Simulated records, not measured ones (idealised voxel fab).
process module | voxel trench capacitor
cross-section cut | 165 nm wide | cells 5 nm
A cross-section is a grid of square cells, given in bands from the top down. A band is one or more rows of cells.
Each band's line starts with the height of the band's top and of its bottom, in nm. Then come its materials from left to right, each with its width in nm. One material with "throughout" fills the band from edge to edge. "air" is empty space.
Height 0 is the level under which the wafer as received is all one material. The lowest band goes on downwards, as in "0 down".
A width such as "30 to 40" changes by the same amount from each row of cells to the next, from the band's top row to its bottom row.
"no change" after a step means that no cell of the cross-section changed.
closed voids: empty space of 8 cells or more with no open way to the top, each as width x height at its distance from the left edge, in nm
after a step's settings: what the simulator itself notes on the step
overlay nm, on a step with a mask: how far to the right of its planned place the mask lay; to the left if negative
plan
1 op RECEIVE | material Si
2 op CONFORMAL_DEP | material SiN | thk nm 10
3 op DIRECTIONAL_DEP | material aC | thk nm 10
4 op PATTERN | tone open | mask id TRENCH | material resist | width nm 25 | pitch nm 50 | thk nm 30 | overlay nm 0
5 op DIRECTIONAL_ETCH | etch materials aC | depth nm 10
6 op STRIP | etch materials resist
7 op DIRECTIONAL_ETCH | etch materials SiN | depth nm 10
8 op DIRECTIONAL_ETCH | etch materials Si | depth nm 30
9 op STRIP | etch materials aC
10 op CONFORMAL_DEP | material HfO2 | thk nm 5
11 op CONFORMAL_DEP | material TiN | thk nm 5
12 op FILL_DEP | material W | thk nm 5
13 op CMP | height nm 10
as received, after step 1
  0 down: Si throughout
  closed voids: none
a wafer at the end: this start, this plan, one mistake
  10 to 0: SiN 45 | TiN 5 | HfO2 5 | W 5 | HfO2 5 | TiN 5 | SiN 25 | TiN 5 | HfO2 5 | W 5 | HfO2 5 | TiN 5 | SiN 45
  0 to -20: Si 45 | TiN 5 | HfO2 5 | W 5 | HfO2 5 | TiN 5 | Si 25 | TiN 5 | HfO2 5 | W 5 | HfO2 5 | TiN 5 | Si 45
  -20 to -25: Si 45 | TiN 5 | HfO2 15 | TiN 5 | Si 25 | TiN 5 | HfO2 15 | TiN 5 | Si 45
  -25 to -30: Si 45 | TiN 25 | Si 25 | TiN 25 | Si 45
  -30 down: Si throughout
  closed voids: none
what went wrong: steps 10 and 11 were swapped
